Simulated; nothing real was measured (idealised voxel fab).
Presented below is a process module, voxel spacer lines.
For reference, the cross-section in this document is cut, with width 155 nm and square cells of 5 nm.
Square cells in a grid make up a cross-section in this document, and the grid is given as bands, listed from the top down, each one or more rows of cells. Band: top height; bottom height; in nm. Then, left to right: material with width in nm, for each material. "throughout": a single material spanning edge to edge. "air": empty space. Height reference: 0 = level under which incoming wafer is all one material. Lowest band: no bottom, runs on downward, e.g. "z 0 and below". The two numbers in a width such as "30->40" mark its ends across the band: the first belongs to the top row of cells, the second to the bottom row, and from each row to the next the width moves by the same amount. A step reported as "same as before" is a step in which no cell of the cross-section changed. Closed-off voids of 8+ cells (no open route to the top) go in "Closed cavity list", written width x height at distance from the left edge, in nm. Formally, on a step line, whatever follows the settings is a remark that the simulator itself makes on the step. You can add "overlay nm" to a step's line. For a step with a mask, it describes how far the mask lay to the right of its planned position, and a negative number describes a lay to the left.
**Intended process steps**
- 1: RECEIVE, material Si
- 2: CONFORMAL_DEP, material Al2O3, thk nm 5
- 3: DIRECTIONAL_DEP, material W, thk nm 20
- 4: DIRECTIONAL_DEP, material polySi, thk nm 25
- 5: PATTERN, tone cover, mask id MANDREL, material resist, width nm 15, pitch nm 50, thk nm 30, overlay nm 0
- 6: DIRECTIONAL_ETCH, etch materials polySi, depth nm 25
- 7: STRIP, etch materials resist
- 8: CONFORMAL_DEP, material SiO2, thk nm 10
- 9: DIRECTIONAL_ETCH, etch materials SiO2, depth nm 10
- 10: STRIP, etch materials polySi
- 11: DIRECTIONAL_ETCH, etch materials W, depth nm 20
- 12: STRIP, etch materials SiO2
- 13: FILL_DEP, material SiO2, thk nm 5
- 14: CMP, height nm 25
**Cross-section of the wafer upon arrival, representing the state reached after step 1**
    z 0 and below  Si throughout
    Closed cavity list: none
**Cross-sectional result after module completion. Note: starting condition and plan are unchanged from above; one processing mistake was made**
    z 25 to 5  SiO2 10 nm / W 10 nm / SiO2 15 nm / W 10 nm / SiO2 15 nm / W 10 nm / SiO2 15 nm / W 10 nm / SiO2 15 nm / W 10 nm / SiO2 15 nm / W 10 nm / SiO2 10 nm
    z 5 to 0  W throughout
    z 0 and below  Si throughout
    Closed cavity list: none
Diagnosis: step 2 ran as: CONFORMAL_DEP, material W, thk nm 5
